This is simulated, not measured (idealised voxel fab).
process module | voxel wiring stack
cross-section cut | 195 nm wide | cells 5 nm
A cross-section is a grid of square cells, given in bands from the top down. A band is one or more rows of cells.
Each band's line starts with the height of the band's top and of its bottom, in nm. Then come its materials from left to right, each with its width in nm. One material with "throughout" fills the band from edge to edge. "air" is empty space.
Height 0 is the level under which the wafer as received is all one material. The lowest band goes on downwards, as in "0 down".
A width such as "30 to 40" changes by the same amount from each row of cells to the next, from the band's top row to its bottom row.
"no change" after a step means that no cell of the cross-section changed.
closed voids: empty space of 8 cells or more with no open way to the top, each as width x height at its distance from the left edge, in nm
after a step's settings: what the simulator itself notes on the step
overlay nm, on a step with a mask: how far to the right of its planned place the mask lay; to the left if negative
plan
1 op RECEIVE | material Si
2 op CONFORMAL_DEP | material SiO2 | thk nm 15
3 op DIRECTIONAL_DEP | material TiN | thk nm 5
4 op DIRECTIONAL_DEP | material Ru | thk nm 15
5 op PATTERN | tone cover | mask id METAL_1 | material resist | width nm 30 | pitch nm 45 | thk nm 20 | overlay nm 0
6 op DIRECTIONAL_ETCH | etch materials Ru | depth nm 15
7 op DIRECTIONAL_ETCH | etch materials TiN | depth nm 5
8 op STRIP | etch materials resist
9 op CONFORMAL_DEP | material SiCN | thk nm 5
10 op FILL_DEP | material SiO2 | thk nm 5
11 op CMP | height nm 35
12 op CONFORMAL_DEP | material SiCN | thk nm 5
13 op DIRECTIONAL_DEP | material SiO2 | thk nm 20
14 op PATTERN | tone open | mask id PLUG_1 | material resist | width nm 15 | pitch nm 90 | thk nm 15 | overlay nm 0
15 op DIRECTIONAL_ETCH | etch materials SiO2 | depth nm 20
16 op DIRECTIONAL_ETCH | etch materials SiCN | depth nm 5
17 op STRIP | etch materials resist
18 op EPI | material Ru | thk nm 10
19 op EPI | material Ru | thk nm 10
20 op EPI | material Ru | thk nm 5
21 op DIRECTIONAL_DEP | material TiN | thk nm 5
22 op DIRECTIONAL_DEP | material Ru | thk nm 20
23 op MASKED_ETCH | tone cover | mask id METAL_2 | width nm 30 | pitch nm 45 | etch materials Ru | depth nm 20 | overlay nm 0
24 op MASKED_ETCH | tone cover | mask id METAL_2 | width nm 30 | pitch nm 45 | etch materials TiN | depth nm 5 | overlay nm 0
25 op FILL_DEP | material SiO2 | thk nm 10
26 op CMP | height nm 85
27 op CONFORMAL_DEP | material SiN | thk nm 5
varied across the wafers: overlay nm of step 14. The plan shows the first wafer's value. All wafers start alike
first wafer as received, after step 1
  0 down: Si throughout
  closed voids: none
first wafer at the end, after step 27
  90 to 85: SiN throughout
  85 to 65: SiO2 15 | Ru 30 | SiO2 15 | Ru 30 | SiO2 15 | Ru 30 | SiO2 15 | Ru 30 | SiO2 15
  65 to 60: SiO2 15 | TiN 30 | SiO2 15 | TiN 30 | SiO2 15 | TiN 30 | SiO2 15 | TiN 30 | SiO2 15
  60 to 40: SiO2 15 | Ru 15 | SiO2 75 | Ru 15 | SiO2 75
  40 to 35: SiCN 15 | Ru 15 | SiCN 75 | Ru 15 | SiCN 75
  35 to 20: SiO2 10 | SiCN 5 | Ru 30 | SiCN 5 | SiO2 5 | SiCN 5 | Ru 30 | SiCN 5 | SiO2 5 | SiCN 5 | Ru 30 | SiCN 5 | SiO2 5 | SiCN 5 | Ru 30 | SiCN 5 | SiO2 10
  20 to 15: SiCN 15 | TiN 30 | SiCN 15 | TiN 30 | SiCN 15 | TiN 30 | SiCN 15 | TiN 30 | SiCN 15
  15 to 0: SiO2 throughout
  0 down: Si throughout
  closed voids: none
last wafer at the end
  90 to 85: SiN throughout
  85 to 65: SiO2 15 | Ru 30 | SiO2 15 | Ru 30 | SiO2 15 | Ru 30 | SiO2 15 | Ru 30 | SiO2 15
  65 to 60: SiO2 15 | TiN 30 | SiO2 15 | TiN 30 | SiO2 15 | TiN 30 | SiO2 15 | TiN 30 | SiO2 15
  60 to 40: SiO2 30 | Ru 15 | SiO2 75 | Ru 15 | SiO2 60
  40 to 35: SiCN 30 | Ru 15 | SiCN 75 | Ru 15 | SiCN 60
  35 to 20: SiO2 10 | SiCN 5 | Ru 30 | SiCN 5 | SiO2 5 | SiCN 5 | Ru 30 | SiCN 5 | SiO2 5 | SiCN 5 | Ru 30 | SiCN 5 | SiO2 5 | SiCN 5 | Ru 30 | SiCN 5 | SiO2 10
  20 to 15: SiCN 15 | TiN 30 | SiCN 15 | TiN 30 | SiCN 15 | TiN 30 | SiCN 15 | TiN 30 | SiCN 15
  15 to 0: SiO2 throughout
  0 down: Si throughout
  closed voids: none
each wafer at the end: cells of each material gained (+) or lost (-) since it was received, then its closed voids
overlay nm 0 | +198 Ru | +72 SiCN | +39 SiN | +345 SiO2 | +48 TiN | closed voids: none
overlay nm 5 | +198 Ru | +72 SiCN | +39 SiN | +345 SiO2 | +48 TiN | closed voids: none
overlay nm 10 | +198 Ru | +72 SiCN | +39 SiN | +345 SiO2 | +48 TiN | closed voids: none
overlay nm 15 | +198 Ru | +72 SiCN | +39 SiN | +345 SiO2 | +48 TiN | closed voids: none
